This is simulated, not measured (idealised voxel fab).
Title: Process Module voxel lift off
Xsec cut, 300 nm wide, square cell size 5 nm.
This document writes a cross-section as a grid whose cells are square, and gives it as bands, listed from the top down; one or more rows of cells form a band.
Band entry format. Leading values: height of top, height of bottom, nm. Remainder: materials in left-to-right order, each with its width in nm. Special words: "throughout" on a single material, which then fills the band edge to edge; "blank", empty space.
Ref level 0: as-received wafer is one material below here. Bottom band extends down with no lower bound ("from 0 down").
You'd read "30..40" like this: the band's top row of cells is as wide as the first number, its bottom row is as wide as the second, and going down, every row changes width by the same amount as the row before did.
You'll sometimes find "changes: none" written for a step, and that's the way of saying that nowhere in the cross-section did a cell change during that step.
Empty spaces counting at least 8 cells and having no open way to the top are listed in "Non-vented voids". The notation width x height at distance is used for each, the distance being from the left edge and all three values in nm.
That trailing text on a step's line, after the settings, is the simulator's own remark on the step.
overlay nm: for a step with a mask, the amount by which the mask lay right of where it was planned; a negative amount means left of it.
Process steps - plan:
- 1: RECEIVE,material Si
- 2: CONFORMAL_DEP,material SiN,thk nm 15
- 3: PATTERN,tone open,mask id LINES,material resist,width nm 15,pitch nm 30,thk nm 30,overlay nm 0
- 4: DIRECTIONAL_DEP,material Ru,thk nm 15
- 5: STRIP,etch materials resist
- 6: CONFORMAL_DEP,material SiCN,thk nm 5
First of two wafers: run as planned:
Cross-section of the wafer upon arrival, representing the state reached after step 1:
	from 0 down: Si throughout
	Non-vented voids: none
Presented here is a cross-section of the wafer after step 2 has been performed:
	from 15 to 0: SiN throughout
	Rest of section, below 0: as before.
Presented here is a cross-section of the wafer after step 3 has been performed:
	from 45 to 15: resist 125, then blank 15, then resist 15, then blank 15, then resist 130
	Rest of section, below 15: as before.
Presented here is a cross-section of the wafer after step 4 has been performed:
	from 60 to 45: Ru 125, then blank 15, then Ru 15, then blank 15, then Ru 130
	from 45 to 30: resist 125, then blank 15, then resist 15, then blank 15, then resist 130
	from 30 to 15: resist 125, then Ru 15, then resist 15, then Ru 15, then resist 130
	Rest of section, below 15: as before.
Presented here is a cross-section of the wafer after step 5 has been performed:
	from 30 to 15: blank 125, then Ru 15, then blank 15, then Ru 15, then blank 130
	Rest of section, below 15: as before.
Presented here is a cross-section of the wafer after step 6 has been performed:
	from 35 to 30: blank 120, then SiCN 25, then blank 5, then SiCN 25, then blank 125
	from 30 to 20: blank 120, then SiCN 5, then Ru 15, then SiCN 5, then blank 5, then SiCN 5, then Ru 15, then SiCN 5, then blank 125
	from 20 to 15: SiCN 125, then Ru 15, then SiCN 15, then Ru 15, then SiCN 130
	Rest of section, below 15: as before.
Second of two: same start, same plan, one run error; steps up to and including 5 match the first:
Second wafer, sectioned view, at step 6's planned end time: changes: none
In executing the process, a mistake was made relative to the plan: step 6 of the plan was omitted and not executed
Upon completion, the second wafer contains, in terms of cells, a greater or smaller amount of certain materials than the first wafer: -72 SiCN
